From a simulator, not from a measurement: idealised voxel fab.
The name of this process module is voxel capacitor over wiring.
cross-section cut | 155 nm wide | cells 5 nm
In what follows, cross-sections appear as grids of square cells, described through bands that run from the top down, where every band is one or more rows of cells.
Each band's line starts with the height of the band's top and of its bottom, in nm. Then come its materials from left to right, each with its width in nm. One material with "full width" fills the band from edge to edge. "air" is empty space.
The reference from which all heights are counted is 0, the level beneath which the as-received wafer is entirely one material; the lowest band, having no lower bound, proceeds downward and is written after the example "0 -> down".
The notation "30->40" denotes a width that varies across the rows of cells in the band, beginning at the first number in the top row, finishing at the second number in the bottom row, and changing by an identical amount from each row to the next.
Take "all unchanged" at face value: in the step it is given for, the cross-section changed in none of its cells.
Voids not open to the top, 8 cells minimum: see "Sealed void inventory". Written width x height at distance; distance is from the left edge; nm.
Read whatever lies past the settings on a step's line as the simulator's own remark about the step.
"overlay nm" denotes, for a step that has a mask, the displacement of the mask to the right of its planned place, with negative values corresponding to the left.

STEPS PLANNED FOR THE PROCESS
1: RECEIVE | material Si
2: CONFORMAL_DEP | material SiO2 | thk nm 15
3: CONFORMAL_DEP | material SiCN | thk nm 5
4: DIRECTIONAL_DEP | material SiO2 | thk nm 20
5: DIRECTIONAL_DEP | material aC | thk nm 10
6: PATTERN | tone open | mask id METAL_1 | material resist | width nm 30 | pitch nm 85 | thk nm 30 | overlay nm 0
7: DIRECTIONAL_ETCH | etch materials aC | depth nm 10
8: STRIP | etch materials resist
9: DIRECTIONAL_ETCH | etch materials SiO2 | depth nm 20
10: DIRECTIONAL_ETCH | etch materials SiCN | depth nm 5
11: STRIP | etch materials aC
12: CONFORMAL_DEP | material TiN | thk nm 5
13: FILL_DEP | material Cu | thk nm 10
14: CMP | height nm 40
15: EPI | material Ru | thk nm 5
16: FILL_DEP | material SiCN | thk nm 5
17: DIRECTIONAL_DEP | material lowk | thk nm 20
18: DIRECTIONAL_DEP | material aC | thk nm 10
19: PATTERN | tone open | mask id PLUG_1 | material resist | width nm 15 | thk nm 30 | overlay nm 0
20: DIRECTIONAL_ETCH | etch materials aC | depth nm 10
21: STRIP | etch materials resist
22: DIRECTIONAL_ETCH | etch materials lowk | depth nm 20
23: DIRECTIONAL_ETCH | etch materials SiCN | depth nm 5
24: STRIP | etch materials aC
25: EPI | material Ru | thk nm 10
26: EPI | material Ru | thk nm 10
27: EPI | material Ru | thk nm 5
28: DIRECTIONAL_DEP | material TiN | thk nm 5
29: DIRECTIONAL_DEP | material HfO2 | thk nm 5
30: DIRECTIONAL_DEP | material TiN | thk nm 5
31: PATTERN | tone cover | mask id UPPER_PLATE | material resist | width nm 60 | thk nm 15 | overlay nm 0
32: DIRECTIONAL_ETCH | etch materials TiN | depth nm 5
33: DIRECTIONAL_ETCH | etch materials HfO2 | depth nm 5
34: STRIP | etch materials resist
35: DIRECTIONAL_DEP | material aC | thk nm 15
36: PATTERN | tone cover | mask id LOWER_PLATE | material resist | width nm 70 | thk nm 35 | overlay nm 0
37: DIRECTIONAL_ETCH | etch materials aC | depth nm 15
38: STRIP | etch materials resist
39: DIRECTIONAL_ETCH | etch materials TiN | depth nm 5
40: STRIP | etch materials aC
41: FILL_DEP | material SiO2 | thk nm 15
42: CMP | height nm 95
43: MASKED_ETCH | tone open | mask id PLUG_2 | width nm 15 | etch materials SiO2 | depth nm 10 | overlay nm 0
44: CONFORMAL_DEP | material TiN | thk nm 5
45: FILL_DEP | material W | thk nm 10
46: CMP | height nm 95
47: CONFORMAL_DEP | material SiCN | thk nm 5

WAFER CROSS-SECTION ON RECEIPT, I.E. AFTER STEP 1
* 0 -> down: Si full width
* Sealed void inventory: none

END-OF-MODULE CROSS-SECTION OF THE FIRST OF TWO WAFERS, PROCESSED AS PLANNED
* 100 -> 95: SiCN full width
* 95 -> 90: 45 nm SiO2; 5 nm TiN; 5 nm W; 5 nm TiN; 95 nm SiO2
* 90 -> 80: 45->35 nm SiO2; 15->60 nm TiN; 95->60 nm SiO2
* 80 -> 75: 35 nm SiO2; 60 nm HfO2; 60 nm SiO2
* 75 -> 70: 30 nm SiO2; 70 nm TiN; 55 nm SiO2
* 70 -> 50: 35 nm lowk; 15 nm Ru; 105 nm lowk
* 50 -> 45: 35 nm SiCN; 15 nm Ru; 105 nm SiCN
* 45 -> 40: 15 nm SiCN; 40 nm Ru; 45 nm SiCN; 40 nm Ru; 15 nm SiCN
* 40 -> 20: 20 nm SiO2; 5 nm TiN; 20 nm Cu; 5 nm TiN; 55 nm SiO2; 5 nm TiN; 20 nm Cu; 5 nm TiN; 20 nm SiO2
* 20 -> 15: 20 nm SiCN; 30 nm TiN; 55 nm SiCN; 30 nm TiN; 20 nm SiCN
* 15 -> 0: SiO2 full width
* 0 -> down: Si full width
* Sealed void inventory: none

SECOND WAFER THROUGH THE MODULE, SECTIONED AT THE END: SAME BEGINNING AND SAME PLAN AS THE FIRST WAFER, WITH ONE MISTAKE IN CARRYING IT OUT
* 100 -> 95: SiCN full width
* 95 -> 90: 45 nm SiO2; 5 nm TiN; 5 nm W; 5 nm TiN; 95 nm SiO2
* 90 -> 80: 45->50 nm SiO2; 15->45 nm TiN; 95->60 nm SiO2
* 80 -> 75: 50 nm SiO2; 45 nm HfO2; 60 nm SiO2
* 75 -> 70: 30 nm SiO2; 5 nm TiN; 15 nm SiO2; 50 nm TiN; 55 nm SiO2
* 70 -> 65: 35 nm lowk; 15 nm TiN; 105 nm lowk
* 65 -> 60: 35 nm lowk; 15 nm HfO2; 105 nm lowk
* 60 -> 55: 35 nm lowk; 15 nm TiN; 105 nm lowk
* 55 -> 50: lowk full width
* 50 -> 45: SiCN full width
* 45 -> 40: 15 nm SiCN; 40 nm Ru; 45 nm SiCN; 40 nm Ru; 15 nm SiCN
* 40 -> 20: 20 nm SiO2; 5 nm TiN; 20 nm Cu; 5 nm TiN; 55 nm SiO2; 5 nm TiN; 20 nm Cu; 5 nm TiN; 20 nm SiO2
* 20 -> 15: 20 nm SiCN; 30 nm TiN; 55 nm SiCN; 30 nm TiN; 20 nm SiCN
* 15 -> 0: SiO2 full width
* 0 -> down: Si full width
* Sealed void inventory: none
Deviation noted in wafer processing: step 22 was not run as planned; what actually ran was DIRECTIONAL_ETCH | etch materials lowk | depth nm 15
Final cells, second wafer relative to first, materials higher or lower: Ru -15 | SiCN +3 | SiO2 +9 | lowk +3
